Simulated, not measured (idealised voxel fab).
Process module, titled voxel tone inversion
Displayed cross-section: cut, width of 260 nm, square cells sized 5 nm.
Heads up, the way a cross-section reads in here is a grid of square cells, handed over as bands from the top down, with every band being one or more rows of cells. Basically the band line says how high the top is and how high the bottom is, in nm, and then what's in it from left to right, every material with its width in nm. Empty space shows up as "air", and if a single material carries "throughout" it runs the full band edge to edge. Height reference: 0 = level under which incoming wafer is all one material. Lowest band: no bottom, runs on downward, e.g. "0..down". Top row gets the first number, bottom row gets the second, and each row in between changes by the same step: that is how a band width like "30->40" works. The designation "no modification", where it is given for a processing step, indicates that no cell of the cross-section was altered in the course of that step. So "Voids, sealed" is basically the list of trapped voids: any empty space of 8 cells or more that can't reach the top through an opening. They're written width x height at distance, the distance being from the left edge, and it's all nm. On each step's line, the part that comes after the settings is the simulator's own comment on the step. overlay nm: on a step with a mask, how far right of its planned place the mask lay; negative means left.
**Below is the list of planned process steps**
1: RECEIVE,material Si
2: CONFORMAL_DEP,material SiCN,thk nm 10
3: DIRECTIONAL_DEP,material polySi,thk nm 25
4: PATTERN,tone cover,mask id POSTS,material resist,width nm 20,pitch nm 45,thk nm 30,overlay nm 0
5: DIRECTIONAL_ETCH,etch materials polySi,depth nm 25
6: STRIP,etch materials resist
7: FILL_DEP,material lowk,thk nm 10
8: CMP,height nm 35
9: STRIP,etch materials polySi
**Wafer, first of two, run as planned**
**Wafer as received: cross-section following step 1**
	0..down = Si throughout
	Voids, sealed: none
**Take a look at the wafer's cross-section after step 2**
	10..0 = SiCN throughout
	Below 0, the layers are the same as they were.
**Take a look at the wafer's cross-section after step 3**
	35..10 = polySi throughout
	Below 10, the layers are the same as they were.
**Take a look at the wafer's cross-section after step 4**
	65..35 = air 50 / resist 20 / air 25 / resist 20 / air 25 / resist 20 / air 25 / resist 20 / air 55
	Below 35, the layers are the same as they were.
**Take a look at the wafer's cross-section after step 5**
	65..35 = air 50 / resist 20 / air 25 / resist 20 / air 25 / resist 20 / air 25 / resist 20 / air 55
	35..10 = air 50 / polySi 20 / air 25 / polySi 20 / air 25 / polySi 20 / air 25 / polySi 20 / air 55
	Below 10, the layers are the same as they were.
**Take a look at the wafer's cross-section after step 6**
	35..10 = air 50 / polySi 20 / air 25 / polySi 20 / air 25 / polySi 20 / air 25 / polySi 20 / air 55
	Below 10, the layers are the same as they were.
**Take a look at the wafer's cross-section after step 7**
	45..35 = lowk throughout
	35..10 = lowk 50 / polySi 20 / lowk 25 / polySi 20 / lowk 25 / polySi 20 / lowk 25 / polySi 20 / lowk 55
	Below 10, the layers are the same as they were.
**Take a look at the wafer's cross-section after step 8**
	35..10 = lowk 50 / polySi 20 / lowk 25 / polySi 20 / lowk 25 / polySi 20 / lowk 25 / polySi 20 / lowk 55
	Below 10, the layers are the same as they were.
**Take a look at the wafer's cross-section after step 9**
	35..10 = lowk 50 / air 20 / lowk 25 / air 20 / lowk 25 / air 20 / lowk 25 / air 20 / lowk 55
	Below 10, the layers are the same as they were.
**The second wafer began exactly as the first did and followed the same plan, but one mistake was made while running it; through step 3 inclusive, the two wafers are identical**
**At the planned end of step 4, the second wafer in cross-section**
	65..35 = air 45 / resist 30 / air 15 / resist 30 / air 15 / resist 30 / air 15 / resist 30 / air 50
	Below 35, the layers are the same as they were.
**At the planned end of step 5, the second wafer in cross-section**
	65..35 = air 45 / resist 30 / air 15 / resist 30 / air 15 / resist 30 / air 15 / resist 30 / air 50
	35..10 = air 45 / polySi 30 / air 15 / polySi 30 / air 15 / polySi 30 / air 15 / polySi 30 / air 50
	Below 10, the layers are the same as they were.
**At the planned end of step 6, the second wafer in cross-section**
	35..10 = air 45 / polySi 30 / air 15 / polySi 30 / air 15 / polySi 30 / air 15 / polySi 30 / air 50
	Below 10, the layers are the same as they were.
**At the planned end of step 7, the second wafer in cross-section**
	45..35 = lowk throughout
	35..10 = lowk 45 / polySi 30 / lowk 15 / polySi 30 / lowk 15 / polySi 30 / lowk 15 / polySi 30 / lowk 50
	Below 10, the layers are the same as they were.
**At the planned end of step 8, the second wafer in cross-section**
	35..10 = lowk 45 / polySi 30 / lowk 15 / polySi 30 / lowk 15 / polySi 30 / lowk 15 / polySi 30 / lowk 50
	Below 10, the layers are the same as they were.
**At the planned end of step 9, the second wafer in cross-section**
	35..10 = lowk 45 / air 30 / lowk 15 / air 30 / lowk 15 / air 30 / lowk 15 / air 30 / lowk 50
	Below 10, the layers are the same as they were.
Misprocessing identified: note that step 4 departed from the planned setting and was carried out as PATTERN,tone cover,mask id POSTS,material resist,width nm 30,pitch nm 45,thk nm 30,overlay nm 0
It is noted that, at the conclusion of processing, the second wafer exhibits a higher or lower cell count for certain materials relative to the first: 40 fewer of lowk
